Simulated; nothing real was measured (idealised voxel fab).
process module | voxel spacer lines
cross-section cut | 250 nm wide | cells 5 nm
A cross-section is a grid of square cells, given in bands from the top down. A band is one or more rows of cells.
Each band's line starts with the height of the band's top and of its bottom, in nm. Then come its materials from left to right, each with its width in nm. One material with "throughout" fills the band from edge to edge. "air" is empty space.
Height 0 is the level under which the wafer as received is all one material. The lowest band goes on downwards, as in "0 down".
A width such as "30 to 40" changes by the same amount from each row of cells to the next, from the band's top row to its bottom row.
"no change" after a step means that no cell of the cross-section changed.
closed voids: empty space of 8 cells or more with no open way to the top, each as width x height at its distance from the left edge, in nm
after a step's settings: what the simulator itself notes on the step
overlay nm, on a step with a mask: how far to the right of its planned place the mask lay; to the left if negative
plan
1 op RECEIVE | material Si
2 op CONFORMAL_DEP | material Al2O3 | thk nm 10
3 op DIRECTIONAL_DEP | material W | thk nm 10
4 op DIRECTIONAL_DEP | material aC | thk nm 25
5 op PATTERN | tone cover | mask id MANDREL | material resist | width nm 15 | pitch nm 60 | thk nm 30 | overlay nm 0
6 op DIRECTIONAL_ETCH | etch materials aC | depth nm 25
7 op STRIP | etch materials resist
8 op CONFORMAL_DEP | material SiO2 | thk nm 15
9 op DIRECTIONAL_ETCH | etch materials SiO2 | depth nm 15
10 op STRIP | etch materials aC
11 op DIRECTIONAL_ETCH | etch materials W | depth nm 10
12 op STRIP | etch materials SiO2
13 op FILL_DEP | material SiO2 | thk nm 10
14 op CMP | height nm 20
as received, after step 1
  0 down: Si throughout
  closed voids: none
first wafer at the end, as planned
  20 to 10: SiO2 70 | W 15 | SiO2 15 | W 15 | SiO2 15 | W 15 | SiO2 15 | W 15 | SiO2 75
  10 to 0: Al2O3 throughout
  0 down: Si throughout
  closed voids: none
second wafer at the end: like start, like plan, one mistake
  20 to 10: SiO2 80 | W 15 | SiO2 15 | W 15 | SiO2 15 | W 15 | SiO2 15 | W 15 | SiO2 65
  10 to 0: Al2O3 throughout
  0 down: Si throughout
  closed voids: none
what went wrong: step 5 ran as: op PATTERN | tone cover | mask id MANDREL | material resist | width nm 15 | pitch nm 60 | thk nm 30 | overlay nm 10
at the end the second wafer has, in cells: as many of each material as the first, in other places
